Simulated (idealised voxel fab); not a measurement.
You're looking at the process module voxel released beams.
The cross-section on display is named cut; it measures 230 nm wide, and its cells are 5 nm squares.
Format of a cross-section: grid, square cells. Given as bands. Order: top down. Band: one or more rows of cells.
Top, bottom (nm), then materials left to right with widths (nm); lone material tagged "edge to edge" fills the whole band edge to edge; "air" = empty space.
Note: height 0 marks the level under which the wafer is uniformly one material as received. Lowest band unbounded below, written "0 nm and below".
The two numbers in a width such as "30 to 40" mark its ends across the band: the first belongs to the top row of cells, the second to the bottom row, and from each row to the next the width moves by the same amount.
The cross-section has no changed cell in any step marked "left unchanged".
"Enclosed cavity list" lists enclosed empty spaces (at least 8 cells, no open path upward to the top), each as width x height at distance from the left edge, in nm.
Text after the settings on a step's line: the simulator's own remark on that step.
You can add "overlay nm" to a step's line. For a step with a mask, it describes how far the mask lay to the right of its planned position, and a negative number describes a lay to the left.
The process steps that were planned are listed below
- 1: RECEIVE | material Si
- 2: CONFORMAL_DEP | material SiN | thk nm 5
- 3: DIRECTIONAL_DEP | material SiO2 | thk nm 10
- 4: PATTERN | tone open | mask id ANCHOR | material resist | width nm 25 | thk nm 20 | overlay nm 0
- 5: DIRECTIONAL_ETCH | etch materials SiO2 | depth nm 10
- 6: STRIP | etch materials resist
- 7: CONFORMAL_DEP | material polySi | thk nm 10
- 8: DIRECTIONAL_DEP | material aC | thk nm 10
- 9: PATTERN | tone cover | mask id BEAM | material resist | width nm 95 | thk nm 30 | overlay nm -15
- 10: DIRECTIONAL_ETCH | etch materials aC | depth nm 10
- 11: STRIP | etch materials resist
- 12: DIRECTIONAL_ETCH | etch materials polySi | depth nm 10
- 13: STRIP | etch materials aC
- 14: STRIP | etch materials SiO2
Heads up: all these wafers start the same, and what changes between them is the overlay nm in step 9. The value you see in the plan is just what the first wafer got.
First wafer of several, as received: cross-section after step 1
0 nm and below: Si edge to edge
Enclosed cavity list: none
Wafer cross-section (first of several) - module end, post step 14 (last step)
25 nm to 15 nm: air 50, then polySi 30, then air 5, then polySi 60, then air 85
15 nm to 5 nm: air 70, then polySi 25, then air 135
5 nm to 0 nm: SiN edge to edge
0 nm and below: Si edge to edge
Enclosed cavity list: none
Last wafer x-sec, end of module
25 nm to 15 nm: air 85, then polySi 90, then air 55
15 nm to 5 nm: air 70, then polySi 25, then air 135
5 nm to 0 nm: SiN edge to edge
0 nm and below: Si edge to edge
Enclosed cavity list: none
For your reference, the table is organized with a row per wafer; each row reflects the wafer at the end of the module, indicating for each material the cells gained (+) or lost (-) since receipt, and thereafter its closed voids
overlay nm -15; +46 SiN; +46 polySi; Enclosed cavity list: none
overlay nm -10; +46 SiN; +46 polySi; Enclosed cavity list: none
overlay nm -5; +46 SiN; +46 polySi; Enclosed cavity list: none
overlay nm 0; +46 SiN; +46 polySi; Enclosed cavity list: none
overlay nm 5; +46 SiN; +46 polySi; Enclosed cavity list: none
overlay nm 10; +46 SiN; +46 polySi; Enclosed cavity list: none
overlay nm 15; +46 SiN; +46 polySi; Enclosed cavity list: none
